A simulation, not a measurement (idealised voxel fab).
This is a process module. Its name is voxel tone inversion.
It is cross-section cut that appears here, measuring 145 nm in width, its square cells being 5 nm in size.
Cross-sections here: square-cell grids, written as top-down lists of bands, a band being one or more rows of cells. The band entry comprises the height of the band's top followed by the height of its bottom, expressed in nm, and subsequently the band's materials from left to right, each stated together with its width in nm. Where a single material is marked with the word "all across", that material fills the band from edge to edge. The word "air" represents empty space. Height datum 0, below which the as-received substrate wafer is one material. Lowest band open at the bottom, running downward: "top 0, no bottom". The width entry "30..40" should be interpreted row by row: the top row of cells in the band takes the first number, the bottom row takes the second number, and the change between adjacent rows is uniform throughout. "remains unaltered" for a step: no cell of the cross-section changed in that step. "Sealed internal voids" contains a list of empty spaces, each no smaller than 8 cells and without an open way to the top, written in the form width x height at distance with the distance from the left edge and all three in nm. Whatever follows a step's settings on its line is a remark the simulator itself makes about that step. Regarding "overlay nm": on a step with a mask, it is the distance the mask lay to the right of its planned place; a negative value places it to the left.
**Process steps foreseen in the plan**
1) op RECEIVE | material Si
2) op CONFORMAL_DEP | material SiCN | thk nm 10
3) op DIRECTIONAL_DEP | material aC | thk nm 25
4) op PATTERN | tone cover | mask id POSTS | material resist | width nm 25 | pitch nm 40 | thk nm 30 | overlay nm 0
5) op DIRECTIONAL_ETCH | etch materials aC | depth nm 25
6) op STRIP | etch materials resist
7) op FILL_DEP | material SiO2 | thk nm 5
8) op CMP | height nm 35
9) op STRIP | etch materials aC
10) op CONFORMAL_DEP | material TiN | thk nm 5
11) op FILL_DEP | material Ru | thk nm 5
12) op CMP | height nm 35
13) op CONFORMAL_DEP | material SiCN | thk nm 5
**Below: the first of two wafers, run as planned**
**This is the cross-section of the wafer as we received it, i.e. after step 1**
* top 0, no bottom | Si all across
* Sealed internal voids: none
**Once step 2 is through, the wafer looks like this in cross-section**
* top 10, bottom 0 | SiCN all across
* Heights below 0 show no change.
**Once step 3 is through, the wafer looks like this in cross-section**
* top 35, bottom 10 | aC all across
* Heights below 10 show no change.
**Once step 4 is through, the wafer looks like this in cross-section**
* top 65, bottom 35 | air: 40 | resist: 25 | air: 15 | resist: 25 | air: 40
* Heights below 35 show no change.
**Once step 5 is through, the wafer looks like this in cross-section**
* top 40, bottom 35 | air: 40 | resist: 25 | air: 15 | resist: 25 | air: 40
* top 35, bottom 10 | air: 40 | aC: 25 | air: 15 | aC: 25 | air: 40
* Heights below 10 show no change.
**Once step 6 is through, the wafer looks like this in cross-section**
* top 35, bottom 10 | air: 40 | aC: 25 | air: 15 | aC: 25 | air: 40
* Heights below 10 show no change.
**Once step 7 is through, the wafer looks like this in cross-section**
* top 40, bottom 35 | SiO2 all across
* top 35, bottom 10 | SiO2: 40 | aC: 25 | SiO2: 15 | aC: 25 | SiO2: 40
* Heights below 10 show no change.
**Once step 8 is through, the wafer looks like this in cross-section**
* top 35, bottom 10 | SiO2: 40 | aC: 25 | SiO2: 15 | aC: 25 | SiO2: 40
* Heights below 10 show no change.
**Once step 9 is through, the wafer looks like this in cross-section**
* top 35, bottom 10 | SiO2: 40 | air: 25 | SiO2: 15 | air: 25 | SiO2: 40
* Heights below 10 show no change.
**Once step 10 is through, the wafer looks like this in cross-section**
* top 40, bottom 35 | TiN: 45 | air: 15 | TiN: 25 | air: 15 | TiN: 45
* top 35, bottom 15 | SiO2: 40 | TiN: 5 | air: 15 | TiN: 5 | SiO2: 15 | TiN: 5 | air: 15 | TiN: 5 | SiO2: 40
* top 15, bottom 10 | SiO2: 40 | TiN: 25 | SiO2: 15 | TiN: 25 | SiO2: 40
* Heights below 10 show no change.
**Once step 11 is through, the wafer looks like this in cross-section**
* top 45, bottom 40 | Ru all across
* top 40, bottom 35 | TiN: 45 | Ru: 15 | TiN: 25 | Ru: 15 | TiN: 45
* top 35, bottom 15 | SiO2: 40 | TiN: 5 | Ru: 15 | TiN: 5 | SiO2: 15 | TiN: 5 | Ru: 15 | TiN: 5 | SiO2: 40
* Heights below 15 show no change.
**Once step 12 is through, the wafer looks like this in cross-section**
* top 35, bottom 15 | SiO2: 40 | TiN: 5 | Ru: 15 | TiN: 5 | SiO2: 15 | TiN: 5 | Ru: 15 | TiN: 5 | SiO2: 40
* Heights below 15 show no change.
**Once step 13 is through, the wafer looks like this in cross-section**
* top 40, bottom 35 | SiCN all across
* Heights below 35 show no change.
**second wafer: like start, like plan, one mistake. Through step 3 it matches the first wafer**
**Look at the second wafer in cross-section at the time step 4 ought to have finished**
* top 65, bottom 35 | resist: 40 | air: 25 | resist: 15 | air: 25 | resist: 40
* Heights below 35 show no change.
**Look at the second wafer in cross-section at the time step 5 ought to have finished**
* top 40, bottom 35 | resist: 40 | air: 25 | resist: 15 | air: 25 | resist: 40
* top 35, bottom 10 | aC: 40 | air: 25 | aC: 15 | air: 25 | aC: 40
* Heights below 10 show no change.
**Look at the second wafer in cross-section at the time step 6 ought to have finished**
* top 35, bottom 10 | aC: 40 | air: 25 | aC: 15 | air: 25 | aC: 40
* Heights below 10 show no change.
**Look at the second wafer in cross-section at the time step 7 ought to have finished**
* top 40, bottom 35 | SiO2 all across
* top 35, bottom 10 | aC: 40 | SiO2: 25 | aC: 15 | SiO2: 25 | aC: 40
* Heights below 10 show no change.
**Look at the second wafer in cross-section at the time step 8 ought to have finished**
* top 35, bottom 10 | aC: 40 | SiO2: 25 | aC: 15 | SiO2: 25 | aC: 40
* Heights below 10 show no change.
**Look at the second wafer in cross-section at the time step 9 ought to have finished**
* top 35, bottom 10 | air: 40 | SiO2: 25 | air: 15 | SiO2: 25 | air: 40
* Heights below 10 show no change.
**Look at the second wafer in cross-section at the time step 10 ought to have finished**
* top 40, bottom 35 | air: 35 | TiN: 35 | air: 5 | TiN: 35 | air: 35
* top 35, bottom 15 | air: 35 | TiN: 5 | SiO2: 25 | TiN: 5 | air: 5 | TiN: 5 | SiO2: 25 | TiN: 5 | air: 35
* top 15, bottom 10 | TiN: 40 | SiO2: 25 | TiN: 15 | SiO2: 25 | TiN: 40
* Heights below 10 show no change.
**Look at the second wafer in cross-section at the time step 11 ought to have finished**
* top 45, bottom 40 | Ru all across
* top 40, bottom 35 | Ru: 35 | TiN: 35 | Ru: 5 | TiN: 35 | Ru: 35
* top 35, bottom 15 | Ru: 35 | TiN: 5 | SiO2: 25 | TiN: 5 | Ru: 5 | TiN: 5 | SiO2: 25 | TiN: 5 | Ru: 35
* Heights below 15 show no change.
**Look at the second wafer in cross-section at the time step 12 ought to have finished**
* top 35, bottom 15 | Ru: 35 | TiN: 5 | SiO2: 25 | TiN: 5 | Ru: 5 | TiN: 5 | SiO2: 25 | TiN: 5 | Ru: 35
* Heights below 15 show no change.
**Look at the second wafer in cross-section at the time step 13 ought to have finished**
* top 40, bottom 35 | SiCN all across
* Heights below 35 show no change.
Deviation from plan: step 4 was not run as planned; what actually ran was op PATTERN | tone open | mask id POSTS | material resist | width nm 25 | pitch nm 40 | thk nm 30 | overlay nm 0
Final comparison by cell count, materials where the second wafer has more or fewer than the first: +36 Ru, -45 SiO2, +9 TiN
